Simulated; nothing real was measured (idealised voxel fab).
Herein follows the process module entitled voxel ribs on slabs.
Square cell edge 5 nm, section width 235 nm, ID cut.
In this document a cross-section is written as a grid of square cells. It is given as a series of bands, listed from the top down, and a band is one or more rows of cells. Band: top and bottom heights (nm) first, top before bottom; then materials from left to right, widths in nm. "throughout" marks a sole material filling the band edge to edge. "air" denotes empty space. Heads up on the height convention: 0 is the point under which the incoming wafer is all one material, and the lowest band has no bottom, it just keeps going down, like "0..down". A width such as "30..40" changes by the same amount from each row of cells to the next, from the band's top row to its bottom row. Reading "everything unchanged" for a step: not a cell of the cross-section changed in it. "Trapped voids" specifies each empty space that is not open to the top and that occupies no fewer than 8 cells, using the form width x height at distance, the distance measured from the left edge and all three quantities in nm. Step line, after settings: the simulator's comment on this step. If you see "overlay nm" on a step's line and that step has a mask, it's telling you how far right of where it was planned the mask ended up; a negative number means it went left instead.
Set out below are the planned steps of the process:
1. RECEIVE (material Si)
2. DIRECTIONAL_DEP (material SiO2; thk nm 25)
3. DIRECTIONAL_DEP (material polySi; thk nm 25)
4. DIRECTIONAL_DEP (material aC; thk nm 15)
5. PATTERN (tone cover; mask id RIB; material resist; width nm 30; thk nm 35; overlay nm 0)
6. DIRECTIONAL_ETCH (etch materials aC; depth nm 15)
7. STRIP (etch materials resist)
8. DIRECTIONAL_ETCH (etch materials polySi; depth nm 5)
9. STRIP (etch materials aC)
10. PATTERN (tone cover; mask id SLAB; material resist; width nm 90; thk nm 20; overlay nm 0)
11. DIRECTIONAL_ETCH (etch materials polySi; depth nm 20)
12. STRIP (etch materials resist)
13. FILL_DEP (material SiO2; thk nm 30)
14. CMP (height nm 70)
15. DIRECTIONAL_DEP (material W; thk nm 10)
16. DIRECTIONAL_DEP (material aC; thk nm 10)
17. PATTERN (tone cover; mask id HEATER; material resist; width nm 40; thk nm 25; overlay nm 0)
18. DIRECTIONAL_ETCH (etch materials aC; depth nm 10)
19. STRIP (etch materials resist)
20. DIRECTIONAL_ETCH (etch materials W; depth nm 10)
21. STRIP (etch materials aC)
22. CONFORMAL_DEP (material SiO2; thk nm 5)
This is the cross-section of the wafer as we received it, i.e. after step 1:
  0..down = Si throughout
  Trapped voids: none
Module complete - cross-section of the first of two wafers, run according to plan:
  85..80 = air 90 nm  SiO2 50 nm  air 95 nm
  80..75 = air 90 nm  SiO2 5 nm  W 40 nm  SiO2 5 nm  air 95 nm
  75..70 = SiO2 95 nm  W 40 nm  SiO2 100 nm
  70..50 = SiO2 throughout
  50..45 = SiO2 100 nm  polySi 30 nm  SiO2 105 nm
  45..25 = SiO2 70 nm  polySi 90 nm  SiO2 75 nm
  25..0 = SiO2 throughout
  0..down = Si throughout
  Trapped voids: none
Cross-section, second wafer: same start as the first, same plan as the first, one mistake in running it; taken at the end of the module:
  85..80 = air 90 nm  SiO2 50 nm  air 95 nm
  80..75 = air 90 nm  SiO2 5 nm  W 40 nm  SiO2 5 nm  air 95 nm
  75..70 = SiO2 95 nm  W 40 nm  SiO2 100 nm
  70..50 = SiO2 70 nm  polySi 90 nm  SiO2 75 nm
  50..25 = polySi throughout
  25..0 = SiO2 throughout
  0..down = Si throughout
  Trapped voids: none
What was the processing mistake? regarding the plan, step 3 was run twice
Final cells, second wafer relative to first, materials higher or lower: SiO2 -229 | polySi +229
